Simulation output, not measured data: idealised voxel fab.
process module | voxel ribs on slabs
cross-section cut | 250 nm wide | cells 5 nm
A cross-section is a grid of square cells, given in bands from the top down. A band is one or more rows of cells.
Each band's line starts with the height of the band's top and of its bottom, in nm. Then come its materials from left to right, each with its width in nm. One material with "throughout" fills the band from edge to edge. "air" is empty space.
Height 0 is the level under which the wafer as received is all one material. The lowest band goes on downwards, as in "0 down".
A width such as "30 to 40" changes by the same amount from each row of cells to the next, from the band's top row to its bottom row.
"no change" after a step means that no cell of the cross-section changed.
closed voids: empty space of 8 cells or more with no open way to the top, each as width x height at its distance from the left edge, in nm
after a step's settings: what the simulator itself notes on the step
overlay nm, on a step with a mask: how far to the right of its planned place the mask lay; to the left if negative
plan
1 op RECEIVE | material Si
2 op DIRECTIONAL_DEP | material SiO2 | thk nm 20
3 op DIRECTIONAL_DEP | material polySi | thk nm 15
4 op DIRECTIONAL_DEP | material aC | thk nm 15
5 op PATTERN | tone cover | mask id RIB | material resist | width nm 25 | thk nm 35 | overlay nm 0
6 op DIRECTIONAL_ETCH | etch materials aC | depth nm 15
7 op STRIP | etch materials resist
8 op DIRECTIONAL_ETCH | etch materials polySi | depth nm 5
9 op STRIP | etch materials aC
10 op PATTERN | tone cover | mask id SLAB | material resist | width nm 75 | thk nm 20 | overlay nm 0
11 op DIRECTIONAL_ETCH | etch materials polySi | depth nm 5
12 op STRIP | etch materials resist
13 op FILL_DEP | material SiO2 | thk nm 15
14 op CMP | height nm 45
15 op DIRECTIONAL_DEP | material W | thk nm 10
16 op MASKED_ETCH | tone cover | mask id HEATER | width nm 35 | etch materials W | depth nm 10 | overlay nm 0
17 op CONFORMAL_DEP | material SiN | thk nm 5
varied across the wafers: depth nm of step 8. The plan shows the first wafer's value. All wafers start alike
first wafer as received, after step 1
  0 down: Si throughout
  closed voids: none
each wafer at the end: cells of each material gained (+) or lost (-) since it was received, then its closed voids
depth nm 5 | +54 SiN | +380 SiO2 | +14 W | +70 polySi | closed voids: none
depth nm 10 | +54 SiN | +425 SiO2 | +14 W | +25 polySi | closed voids: none
depth nm 15 | +54 SiN | +435 SiO2 | +14 W | +15 polySi | closed voids: none
depth nm 20 | +54 SiN | +435 SiO2 | +14 W | +15 polySi | closed voids: none
depth nm 25 | +54 SiN | +435 SiO2 | +14 W | +15 polySi | closed voids: none
